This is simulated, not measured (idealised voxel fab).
The following is a process module called voxel capacitor over wiring.
cross-section cut | 175 nm wide | cells 5 nm
Cross-section format: a grid of square cells, given as bands from top to bottom; each band is one or more rows of cells.
For a band, the entry starts with two heights in nm, that of the top and then that of the bottom, and carries on with the band's materials in order from left to right, each alongside its width in nm; the word "throughout" beside a single material means it fills the band edge to edge, and "blank" means empty space.
Zero point of the height axis is 0; under it, received wafer = one material. Lowest band: continues down indefinitely, "from 0 down".
The two numbers in a width such as "30->40" mark its ends across the band: the first belongs to the top row of cells, the second to the bottom row, and from each row to the next the width moves by the same amount.
Where the words "changes: none" appear for a step, the cross-section shows no cell changed by that step; every cell remained as before.
Under "Non-vented voids" you'll find the enclosed gaps, the ones with no way out to the top, that are 8 cells or bigger; each reads width x height at distance, with distance counted from the left edge, everything in nm.
The remark found on a step's line after its settings is issued by the simulator itself and pertains to that step.
Steps that use a mask can have "overlay nm" on their line. It says how far the mask sat to the right of where it was meant to be. Negative means to the left.

## These are the steps we planned for the process
1 RECEIVE, material Si
2 CONFORMAL_DEP, material SiO2, thk nm 10
3 CONFORMAL_DEP, material SiCN, thk nm 5
4 DIRECTIONAL_DEP, material lowk, thk nm 15
5 PATTERN, tone open, mask id METAL_1, material resist, width nm 20, pitch nm 90, thk nm 15, overlay nm 0
6 DIRECTIONAL_ETCH, etch materials lowk, depth nm 15
7 DIRECTIONAL_ETCH, etch materials SiCN, depth nm 5
8 STRIP, etch materials resist
9 CONFORMAL_DEP, material TiN, thk nm 5
10 FILL_DEP, material Cu, thk nm 5
11 CMP, height nm 30
12 EPI, material Ru, thk nm 5
13 FILL_DEP, material SiCN, thk nm 5
14 DIRECTIONAL_DEP, material lowk, thk nm 15
15 DIRECTIONAL_DEP, material aC, thk nm 10
16 PATTERN, tone open, mask id PLUG_1, material resist, width nm 15, thk nm 25, overlay nm 0
17 DIRECTIONAL_ETCH, etch materials aC, depth nm 10
18 STRIP, etch materials resist
19 DIRECTIONAL_ETCH, etch materials lowk, depth nm 15
20 DIRECTIONAL_ETCH, etch materials SiCN, depth nm 5
21 STRIP, etch materials aC
22 CONFORMAL_DEP, material TiN, thk nm 5
23 FILL_DEP, material Ru, thk nm 5
24 CMP, height nm 55
25 DIRECTIONAL_DEP, material TiN, thk nm 5
26 DIRECTIONAL_DEP, material Al2O3, thk nm 5
27 DIRECTIONAL_DEP, material TiN, thk nm 5
28 MASKED_ETCH, tone cover, mask id UPPER_PLATE, width nm 75, etch materials TiN, depth nm 10, overlay nm 0
29 MASKED_ETCH, tone cover, mask id UPPER_PLATE, width nm 75, etch materials Al2O3, depth nm 5, overlay nm 0
30 MASKED_ETCH, tone cover, mask id LOWER_PLATE, width nm 85, etch materials TiN, depth nm 5, overlay nm 0
31 FILL_DEP, material SiO2, thk nm 20
32 CMP, height nm 90
33 MASKED_ETCH, tone open, mask id PLUG_2, width nm 15, etch materials SiO2, depth nm 15, overlay nm 0
34 CONFORMAL_DEP, material TiN, thk nm 5
35 FILL_DEP, material W, thk nm 10
36 CMP, height nm 90
37 CONFORMAL_DEP, material SiN, thk nm 5
Across this set of wafers, the varied parameter is the thk nm of step 27. Starting conditions are identical for every wafer, and the plan reports the value assigned to the first wafer.

## First wafer of several, as received: cross-section after step 1
  from 0 down: Si throughout
  Non-vented voids: none

## The cross-section of the first of several wafers is given below for the end of the module, after its final step, step 37
  from 95 to 90: SiN throughout
  from 90 to 80: SiO2 (45) / TiN (5) / W (5) / TiN (5) / SiO2 (115)
  from 80 to 75: SiO2 (45) / TiN (15) / SiO2 (115)
  from 75 to 70: SiO2 throughout
  from 70 to 65: SiO2 (35) / TiN (75) / SiO2 (65)
  from 65 to 60: SiO2 (35) / Al2O3 (75) / SiO2 (65)
  from 60 to 55: SiO2 (30) / TiN (85) / SiO2 (60)
  from 55 to 40: lowk (35) / TiN (5) / Ru (5) / TiN (5) / lowk (125)
  from 40 to 35: SiCN (35) / TiN (15) / SiCN (125)
  from 35 to 30: SiCN (25) / Ru (30) / SiCN (60) / Ru (30) / SiCN (30)
  from 30 to 15: lowk (30) / TiN (5) / Cu (10) / TiN (5) / lowk (70) / TiN (5) / Cu (10) / TiN (5) / lowk (35)
  from 15 to 10: SiCN (30) / TiN (20) / SiCN (70) / TiN (20) / SiCN (35)
  from 10 to 0: SiO2 throughout
  from 0 down: Si throughout
  Non-vented voids: none

## Here we cross-sectioned the last of the wafers once the module was done
  from 95 to 90: SiN throughout
  from 90 to 80: SiO2 (35) / TiN (75) / SiO2 (65)
  from 80 to 75: SiO2 (30) / TiN (85) / SiO2 (60)
  from 75 to 65: TiN throughout
  from 65 to 60: Al2O3 throughout
  from 60 to 55: TiN throughout
  from 55 to 40: lowk (35) / TiN (5) / Ru (5) / TiN (5) / lowk (125)
  from 40 to 35: SiCN (35) / TiN (15) / SiCN (125)
  from 35 to 30: SiCN (25) / Ru (30) / SiCN (60) / Ru (30) / SiCN (30)
  from 30 to 15: lowk (30) / TiN (5) / Cu (10) / TiN (5) / lowk (70) / TiN (5) / Cu (10) / TiN (5) / lowk (35)
  from 15 to 10: SiCN (30) / TiN (20) / SiCN (70) / TiN (20) / SiCN (35)
  from 10 to 0: SiO2 throughout
  from 0 down: Si throughout
  Non-vented voids: none

## Wafer rows, end of module: cells per material gained (+) or lost (-) since receipt; closed voids last
thk nm 5; +15 Al2O3; +12 Cu; +15 Ru; +82 SiCN; +35 SiN; +259 SiO2; +68 TiN; +2 W; +177 lowk; Non-vented voids: none
thk nm 10; +15 Al2O3; +12 Cu; +15 Ru; +82 SiCN; +35 SiN; +244 SiO2; +83 TiN; +2 W; +177 lowk; Non-vented voids: none
thk nm 15; +35 Al2O3; +12 Cu; +15 Ru; +82 SiCN; +35 SiN; +192 SiO2; +116 TiN; +1 W; +177 lowk; Non-vented voids: none
thk nm 20; +35 Al2O3; +12 Cu; +15 Ru; +82 SiCN; +35 SiN; +160 SiO2; +149 TiN; +177 lowk; Non-vented voids: none
thk nm 25; +35 Al2O3; +12 Cu; +15 Ru; +82 SiCN; +35 SiN; +128 SiO2; +181 TiN; +177 lowk; Non-vented voids: none
